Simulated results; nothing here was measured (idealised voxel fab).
The following process module bears the name voxel self aligned vias.
Shown is cross-section cut, with a width of 295 nm and square cells of size 5 nm.
A cross-section is written here as square cells arranged in a grid, and it is given in bands from the top down, each band taking up one or more rows of cells.
Heads up on the band format: heights come first, top then bottom, in nm. After that it's the materials left to right, each with its width in nm. A single material flagged "throughout" fills the whole band edge to edge, and "blank" means there's empty space there.
The level at which height equals 0 is the one under which the wafer, as it arrives, is entirely one material. No lower edge exists for the bottom band, which continues downward and is notated as in "0 nm and below".
It should be noted that a width expressed as "30..40" varies in equal increments from row to row of cells within the band, taking the value of the first number at the top row and that of the second number at the bottom row.
Take "changes: none" at face value: in the step it is given for, the cross-section changed in none of its cells.
Enclosed voids (no open way to top), threshold 8 cells or more, entry "Enclosed cavity list", notation width x height at distance, distance from left edge, nm.
Note: text after step settings on the step line = simulator remark on that step.
The setting "overlay nm" may be written on the line of a step. When the step uses a mask, the value reports how far to the right of the planned place the mask lay, and a negative value reports that it lay to the left.
# Planned process steps
1. RECEIVE [material Si]
2. CONFORMAL_DEP [material SiO2] [thk nm 15]
3. CONFORMAL_DEP [material SiCN] [thk nm 5]
4. DIRECTIONAL_DEP [material SiO2] [thk nm 30]
5. DIRECTIONAL_DEP [material aC] [thk nm 15]
6. PATTERN [tone open] [mask id LINES] [material resist] [width nm 20] [pitch nm 70] [thk nm 35] [overlay nm 0]
7. DIRECTIONAL_ETCH [etch materials aC] [depth nm 15]
8. STRIP [etch materials resist]
9. DIRECTIONAL_ETCH [etch materials SiO2] [depth nm 30]
10. STRIP [etch materials aC]
11. CONFORMAL_DEP [material TiN] [thk nm 5]
12. FILL_DEP [material W] [thk nm 10]
13. CMP [height nm 50]
14. SELECTIVE_ETCH [etch materials W Ru TiN] [depth nm 10]
15. FILL_DEP [material SiN] [thk nm 5]
16. CMP [height nm 50]
17. DIRECTIONAL_DEP [material SiO2] [thk nm 20]
18. MASKED_ETCH [tone open] [mask id VIAS] [width nm 40] [pitch nm 140] [etch materials SiO2] [depth nm 20] [overlay nm 0]
19. MASKED_ETCH [tone open] [mask id VIAS] [width nm 40] [pitch nm 140] [etch materials SiN] [depth nm 10] [overlay nm 0]
20. CONFORMAL_DEP [material TiN] [thk nm 5]
21. FILL_DEP [material Ru] [thk nm 10]
22. CMP [height nm 70]
23. CONFORMAL_DEP [material SiN] [thk nm 5]
# Here's what the wafer looked like in cross-section when it arrived - that's after step 1
	0 nm and below | Si throughout
	Enclosed cavity list: none
# Looking at the first of two wafers in cross-section at end of module - ran to plan
	75 nm to 70 nm | SiN throughout
	70 nm to 55 nm | 55 of SiO2, then 5 of TiN, then 30 of Ru, then 5 of TiN, then 100 of SiO2, then 5 of TiN, then 30 of Ru, then 5 of TiN, then 60 of SiO2
	55 nm to 50 nm | 55 of SiO2, then 15 of TiN, then 10 of Ru, then 15 of TiN, then 100 of SiO2, then 15 of TiN, then 10 of Ru, then 15 of TiN, then 60 of SiO2
	50 nm to 45 nm | 65 of SiO2, then 5 of TiN, then 10 of Ru, then 5 of TiN, then 50 of SiO2, then 20 of SiN, then 50 of SiO2, then 5 of TiN, then 10 of Ru, then 5 of TiN, then 70 of SiO2
	45 nm to 40 nm | 65 of SiO2, then 20 of TiN, then 50 of SiO2, then 20 of SiN, then 50 of SiO2, then 20 of TiN, then 70 of SiO2
	40 nm to 25 nm | 65 of SiO2, then 5 of TiN, then 10 of W, then 5 of TiN, then 50 of SiO2, then 5 of TiN, then 10 of W, then 5 of TiN, then 50 of SiO2, then 5 of TiN, then 10 of W, then 5 of TiN, then 70 of SiO2
	25 nm to 20 nm | 65 of SiO2, then 20 of TiN, then 50 of SiO2, then 20 of TiN, then 50 of SiO2, then 20 of TiN, then 70 of SiO2
	20 nm to 15 nm | SiCN throughout
	15 nm to 0 nm | SiO2 throughout
	0 nm and below | Si throughout
	Enclosed cavity list: none
# So this is wafer number two of the two, cut at the end of the module - it started where the first did and had the same plan, we just got one thing wrong running it
	75 nm to 70 nm | SiN throughout
	70 nm to 55 nm | 55 of SiO2, then 5 of TiN, then 30 of Ru, then 5 of TiN, then 100 of SiO2, then 5 of TiN, then 30 of Ru, then 5 of TiN, then 60 of SiO2
	55 nm to 50 nm | 55 of SiO2, then 15 of TiN, then 15 of Ru, then 10 of TiN, then 100 of SiO2, then 15 of TiN, then 15 of Ru, then 10 of TiN, then 60 of SiO2
	50 nm to 45 nm | 65 of SiO2, then 5 of TiN, then 15 of Ru, then 5 of TiN, then 45 of SiO2, then 25 of SiN, then 45 of SiO2, then 5 of TiN, then 15 of Ru, then 5 of TiN, then 65 of SiO2
	45 nm to 40 nm | 65 of SiO2, then 25 of TiN, then 45 of SiO2, then 25 of SiN, then 45 of SiO2, then 25 of TiN, then 65 of SiO2
	40 nm to 25 nm | 65 of SiO2, then 5 of TiN, then 15 of W, then 5 of TiN, then 45 of SiO2, then 5 of TiN, then 15 of W, then 5 of TiN, then 45 of SiO2, then 5 of TiN, then 15 of W, then 5 of TiN, then 65 of SiO2
	25 nm to 20 nm | 65 of SiO2, then 25 of TiN, then 45 of SiO2, then 25 of TiN, then 45 of SiO2, then 25 of TiN, then 65 of SiO2
	20 nm to 15 nm | SiCN throughout
	15 nm to 0 nm | SiO2 throughout
	0 nm and below | Si throughout
	Enclosed cavity list: none
Where did the run depart from the plan? off-plan run, step 6, actual operation and settings PATTERN [tone open] [mask id LINES] [material resist] [width nm 25] [pitch nm 70] [thk nm 35] [overlay nm 0]
Materials where the second wafer ends with more or fewer cells than the first: Ru +4, SiN +2, SiO2 -18, TiN +3, W +9
